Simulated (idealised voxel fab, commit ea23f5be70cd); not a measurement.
voxel double patterning: a process module
Cross-section cut: width 260 nm, square cells of 5 nm.
When this document writes out a cross-section, it uses a grid of square cells and lists it as bands, beginning at the top and moving down, with a band standing for one or more rows of cells. Band entry format. Leading values: height of top, height of bottom, nm. Remainder: materials in left-to-right order, each with its width in nm. Special words: "all across" on a single material, which then fills the band edge to edge; "air", empty space. Height is counted from the level 0, under which the received wafer is composed throughout of one material. The lowest of the bands is not closed at the bottom but continues downward, in the notation "0 and below". So if you see something like "30->40" for the width, read it as the top row of the band sitting at the first number and the bottom row at the second, with every row in between moving by the same amount as the last. It should be understood that the words "no alterations made", when stated for a given step, signify that the cross-section underwent no change in any of its cells during that step. The list in "Closed-off voids" covers empty spaces of 8 cells or more that cannot reach the top through any open way, and it gives each as width x height at distance; the distance is from the left edge, and width, height and distance are in nm. Past the settings on a step's line: simulator remark, on that step. On any step carrying a mask, the "overlay nm" setting, if present on the step's line, tells how far right of its planned place the mask lay; negative values point to the left. If you're wondering how to read the rest of this, here's the deal. It's pairs of cross-sections: one from before a process step, one from after it. The after one is only drawn as far down as the lowest band that changed. Right under each pair you'll see which step sits between them and what its settings were. Don't read the pairs as one continuous story, though. They can come from different runs of this module on the same starting wafer, and a pair only carries on from the one above it where its entry headed "Pre-step section" says so.
Pre-step section
	50 down to 35 = resist 120 nm  air 15 nm  resist 125 nm
	35 down to 25 = SiO2 all across
	25 down to 15 = SiCN all across
	15 down to 5 = TiN all across
	5 down to 0 = SiO2 all across
	0 and below = Si all across
	Closed-off voids: none
Post-Process Section
	35 down to 25 = SiO2 all across
	Whatever lies below 25 is exactly as it was before.
	Closed-off voids: none
What was done to get from the upper cross-section to the lower one? STRIP (etch materials resist)
Pre-step section
	25 down to 15 = SiCN 95 nm  air 15 nm  SiCN 35 nm  air 15 nm  SiCN 100 nm
	15 down to 5 = TiN all across
	5 down to 0 = SiO2 all across
	0 and below = Si all across
	Closed-off voids: none
Post-Process Section
	40 down to 25 = air 120 nm  resist 15 nm  air 125 nm
	Whatever lies below 25 is exactly as it was before.
	Closed-off voids: none
What was done to get from the upper cross-section to the lower one? PATTERN (tone cover; mask id SECOND; material resist; width nm 15; thk nm 15; overlay nm 0)
Pre-step section: The cross-section prior to this step is the one presented after the step of the pair immediately above.
Post-Process Section
	40 down to 25 = air 120 nm  resist 15 nm  air 125 nm
	25 down to 15 = air 120 nm  SiCN 15 nm  air 125 nm
	Whatever lies below 15 is exactly as it was before.
	Closed-off voids: none
What was done to get from the upper cross-section to the lower one? DIRECTIONAL_ETCH (etch materials SiCN; depth nm 10)
Pre-step section: The cross-section prior to this step is the one presented after the step of the pair immediately above.
Post-Process Section
	25 down to 15 = air 120 nm  SiCN 15 nm  air 125 nm
	Whatever lies below 15 is exactly as it was before.
	Closed-off voids: none
What was done to get from the upper cross-section to the lower one? STRIP (etch materials resist)
Pre-step section: The cross-section prior to this step is the one presented after the step of the pair immediately above.
Post-Process Section
	25 down to 15 = air 120 nm  SiCN 15 nm  air 125 nm
	15 down to 5 = air 120 nm  TiN 15 nm  air 125 nm
	Whatever lies below 5 is exactly as it was before.
	Closed-off voids: none
What was done to get from the upper cross-section to the lower one? DIRECTIONAL_ETCH (etch materials TiN; depth nm 10)
Pre-step section: The cross-section prior to this step is the one presented after the step of the pair immediately above.
Post-Process Section
	15 down to 5 = air 120 nm  TiN 15 nm  air 125 nm
	Whatever lies below 5 is exactly as it was before.
	Closed-off voids: none
What was done to get from the upper cross-section to the lower one? STRIP (etch materials SiCN)
